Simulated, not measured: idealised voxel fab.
Process module under the name voxel self aligned contacts
It is cross-section cut that appears here, measuring 270 nm in width, its square cells being 5 nm in size.
Throughout this document, each cross-section is represented as a grid of square cells and is presented as a sequence of bands enumerated from the top downward, where a band comprises one or more rows of cells.
Quick guide to a band line: top height, bottom height (nm) up front; then every material left to right with its width in nm. Only one material and it's marked "all across"? Then it fills the band edge to edge. And "air" just means empty space.
Heights are reckoned from 0. Under this level, the received wafer is all of one material. The bottommost band is open-ended downward, for example "0 and below".
The expression "30 to 40" gives the width at the extremes of the band, the first number at its top row of cells and the second at its bottom row, with the width changing by equal amounts from each row to the next in between.
A step reported as "nothing altered" is a step in which no cell of the cross-section changed.
Entry "Enclosed internal cavities". Content: empty spaces with no open connection to the top, size 8 cells or greater. Each: width x height at distance. Distance: from left edge. Unit: nm.
On a step's line, text after the settings is the simulator commenting on that step.
"overlay nm" denotes, for a step that has a mask, the displacement of the mask to the right of its planned place, with negative values corresponding to the left.

Here's what the planned process steps look like
1 RECEIVE with material Si
2 OXIDIZE with depth nm 5
3 DIRECTIONAL_DEP with material polySi, thk nm 30
4 DIRECTIONAL_DEP with material SiN, thk nm 20
5 DIRECTIONAL_DEP with material aC, thk nm 15
6 PATTERN with tone cover, mask id GATE, material resist, width nm 25, pitch nm 55, thk nm 30, overlay nm 0
7 DIRECTIONAL_ETCH with etch materials aC, depth nm 15
8 STRIP with etch materials resist
9 DIRECTIONAL_ETCH with etch materials SiN, depth nm 20
10 DIRECTIONAL_ETCH with etch materials polySi, depth nm 30
11 STRIP with etch materials aC
12 CONFORMAL_DEP with material SiN, thk nm 5
13 DIRECTIONAL_ETCH with etch materials SiN, depth nm 5
14 FILL_DEP with material SiO2, thk nm 15
15 CMP with height nm 60
16 MASKED_ETCH with tone open, mask id CONTACT, width nm 40, etch materials SiO2, depth nm 65, overlay nm 0
17 CONFORMAL_DEP with material TiN, thk nm 5
18 FILL_DEP with material W, thk nm 5
19 CMP with height nm 60
20 CONFORMAL_DEP with material SiCN, thk nm 5

Step 1 complete: cross-section of the wafer as received
  0 and below  Si all across
  Enclosed internal cavities: none

First of two wafers at the end of the module, shown in cross-section; run carried out as planned
  65 down to 60  SiCN all across
  60 down to 50  SiO2: 115  TiN: 5 to 15  W: 30 to 10  TiN: 5 to 15  SiO2: 115
  50 down to 30  SiO2: 90  SiN: 35  TiN: 5  W: 10  TiN: 5  SiN: 35  SiO2: 90
  30 down to 0  SiO2: 90  SiN: 5  polySi: 25  SiN: 5  TiN: 5  W: 10  TiN: 5  SiN: 5  polySi: 25  SiN: 5  SiO2: 90
  0 down to -5  SiO2: 125  TiN: 20  SiO2: 125
  -5 and below  Si all across
  Enclosed internal cavities: none

Presented here is a cross-section of the second of the two wafers as it stood at the end of the module. It was started in the same manner and assigned the same plan as the first wafer; however, one mistake was made in its execution
  65 down to 60  SiCN all across
  60 down to 50  SiO2: 115  TiN: 5 to 15  W: 30 to 10  TiN: 5 to 15  SiO2: 115
  50 down to 35  SiO2: 90  SiN: 35  TiN: 5  W: 10  TiN: 5  SiN: 35  SiO2: 90
  35 down to 30  SiO2: 90  SiN: 35  TiN: 20  SiN: 35  SiO2: 90
  30 down to 0  TiN all across
  0 down to -5  SiO2 all across
  -5 and below  Si all across
  Enclosed internal cavities: none
Error vs. plan: step 3 ran as: DIRECTIONAL_DEP with material TiN, thk nm 30
Final difference in cells, second wafer against first, listed per material as more or fewer: SiN -24; SiO2 -212; TiN +310; W -14; polySi -60
